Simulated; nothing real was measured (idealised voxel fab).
Process module in this document: voxel capacitor over wiring
In the cross-section labelled cut, the width is 190 nm and each square cell is 5 nm.
Throughout this document, each cross-section is represented as a grid of square cells and is presented as a sequence of bands enumerated from the top downward, where a band comprises one or more rows of cells.
Heads up on the band format: heights come first, top then bottom, in nm. After that it's the materials left to right, each with its width in nm. A single material flagged "everywhere" fills the whole band edge to edge, and "blank" means there's empty space there.
Ref level 0: as-received wafer is one material below here. Bottom band extends down with no lower bound ("z 0 and below").
It should be noted that a width expressed as "30 to 40" varies in equal increments from row to row of cells within the band, taking the value of the first number at the top row and that of the second number at the bottom row.
"no change occurred" (step): cross-section cells unchanged, all of them.
Heads up: "Sealed void list" only lists the empty pockets with no open path to the top that are 8 cells or more, and it writes them as width x height at distance, distance from the left edge, in nm.
Past the settings on a step's line: simulator remark, on that step.
Steps that use a mask can have "overlay nm" on their line. It says how far the mask sat to the right of where it was meant to be. Negative means to the left.

# plan
step 1: RECEIVE | material Si
step 2: CONFORMAL_DEP | material SiO2 | thk nm 10
step 3: DIRECTIONAL_DEP | material TiN | thk nm 5
step 4: DIRECTIONAL_DEP | material W | thk nm 15
step 5: DIRECTIONAL_DEP | material aC | thk nm 10
step 6: PATTERN | tone cover | mask id METAL_1 | material resist | width nm 30 | pitch nm 100 | thk nm 25 | overlay nm 0
step 7: DIRECTIONAL_ETCH | etch materials aC | depth nm 10
step 8: STRIP | etch materials resist
step 9: DIRECTIONAL_ETCH | etch materials W | depth nm 15
step 10: DIRECTIONAL_ETCH | etch materials TiN | depth nm 5
step 11: STRIP | etch materials aC
step 12: FILL_DEP | material SiO2 | thk nm 10
step 13: CMP | height nm 30
step 14: CONFORMAL_DEP | material SiCN | thk nm 5
step 15: DIRECTIONAL_DEP | material SiO2 | thk nm 20
step 16: PATTERN | tone open | mask id PLUG_1 | material resist | width nm 15 | thk nm 15 | overlay nm 0
step 17: DIRECTIONAL_ETCH | etch materials SiO2 | depth nm 20
step 18: DIRECTIONAL_ETCH | etch materials SiCN | depth nm 5
step 19: STRIP | etch materials resist
step 20: EPI | material Ru | thk nm 10
step 21: EPI | material Ru | thk nm 10
step 22: EPI | material Ru | thk nm 5
step 23: DIRECTIONAL_DEP | material TiN | thk nm 5
step 24: DIRECTIONAL_DEP | material HfO2 | thk nm 5
step 25: DIRECTIONAL_DEP | material TiN | thk nm 10
step 26: DIRECTIONAL_DEP | material aC | thk nm 10
step 27: PATTERN | tone cover | mask id UPPER_PLATE | material resist | width nm 75 | thk nm 30 | overlay nm 0
step 28: DIRECTIONAL_ETCH | etch materials aC | depth nm 10
step 29: STRIP | etch materials resist
step 30: DIRECTIONAL_ETCH | etch materials TiN | depth nm 10
step 31: DIRECTIONAL_ETCH | etch materials HfO2 | depth nm 5
step 32: STRIP | etch materials aC
step 33: DIRECTIONAL_DEP | material aC | thk nm 10
step 34: PATTERN | tone cover | mask id LOWER_PLATE | material resist | width nm 85 | thk nm 25 | overlay nm 0
step 35: DIRECTIONAL_ETCH | etch materials aC | depth nm 10
step 36: STRIP | etch materials resist
step 37: DIRECTIONAL_ETCH | etch materials TiN | depth nm 5
step 38: STRIP | etch materials aC
step 39: FILL_DEP | material SiO2 | thk nm 15
step 40: CMP | height nm 85
step 41: DIRECTIONAL_DEP | material aC | thk nm 15
step 42: PATTERN | tone open | mask id PLUG_2 | material resist | width nm 15 | thk nm 35 | overlay nm 0
step 43: DIRECTIONAL_ETCH | etch materials aC | depth nm 15
step 44: STRIP | etch materials resist
step 45: DIRECTIONAL_ETCH | etch materials SiO2 | depth nm 10
step 46: STRIP | etch materials aC
step 47: CONFORMAL_DEP | material TiN | thk nm 5
step 48: FILL_DEP | material Ru | thk nm 5
step 49: CMP | height nm 85
step 50: CONFORMAL_DEP | material SiN | thk nm 5

# Wafer cross-section on receipt, i.e. after step 1
	z 0 and below | Si everywhere
	Sealed void list: none

# Wafer cross-section at module end: first of two, run to plan
	z 90 to 85 | SiN everywhere
	z 85 to 80 | SiO2=55  TiN=5  Ru=5  TiN=5  SiO2=120
	z 80 to 75 | SiO2=55  TiN=15  SiO2=120
	z 75 to 65 | SiO2=45  TiN=75  SiO2=70
	z 65 to 60 | SiO2=45  HfO2=75  SiO2=70
	z 60 to 55 | SiO2=40  TiN=85  SiO2=65
	z 55 to 35 | SiO2=45  Ru=15  SiO2=130
	z 35 to 30 | SiCN=45  Ru=15  SiCN=130
	z 30 to 15 | SiO2=30  W=30  SiO2=70  W=30  SiO2=30
	z 15 to 10 | SiO2=30  TiN=30  SiO2=70  TiN=30  SiO2=30
	z 10 to 0 | SiO2 everywhere
	z 0 and below | Si everywhere
	Sealed void list: none

# Cross-sectional image of the second wafer of the two following completion of the module. Starting state and process plan were the same as for the first wafer; one execution error occurred
	z 90 to 85 | SiN everywhere
	z 85 to 80 | SiO2=55  TiN=5  Ru=5  TiN=5  SiO2=120
	z 80 to 75 | SiO2=55  TiN=15  SiO2=120
	z 75 to 65 | SiO2=60  TiN=60  SiO2=70
	z 65 to 60 | SiO2=60  HfO2=60  SiO2=70
	z 60 to 50 | SiO2=40 to 45  TiN=85 to 15  SiO2=65 to 130
	z 50 to 45 | SiO2=45  HfO2=15  SiO2=130
	z 45 to 40 | SiO2=45  TiN=15  SiO2=130
	z 40 to 35 | SiO2 everywhere
	z 35 to 30 | SiCN everywhere
	z 30 to 15 | SiO2=30  W=30  SiO2=70  W=30  SiO2=30
	z 15 to 10 | SiO2=30  TiN=30  SiO2=70  TiN=30  SiO2=30
	z 10 to 0 | SiO2 everywhere
	z 0 and below | Si everywhere
	Sealed void list: none
Plan not followed: step 17 was processed under conditions differing from the plan, specifically as DIRECTIONAL_ETCH | etch materials SiO2 | depth nm 15
At the finish, the second wafer shows more or fewer cells for some materials than the first does: -15 Ru, +3 SiCN, +12 SiO2
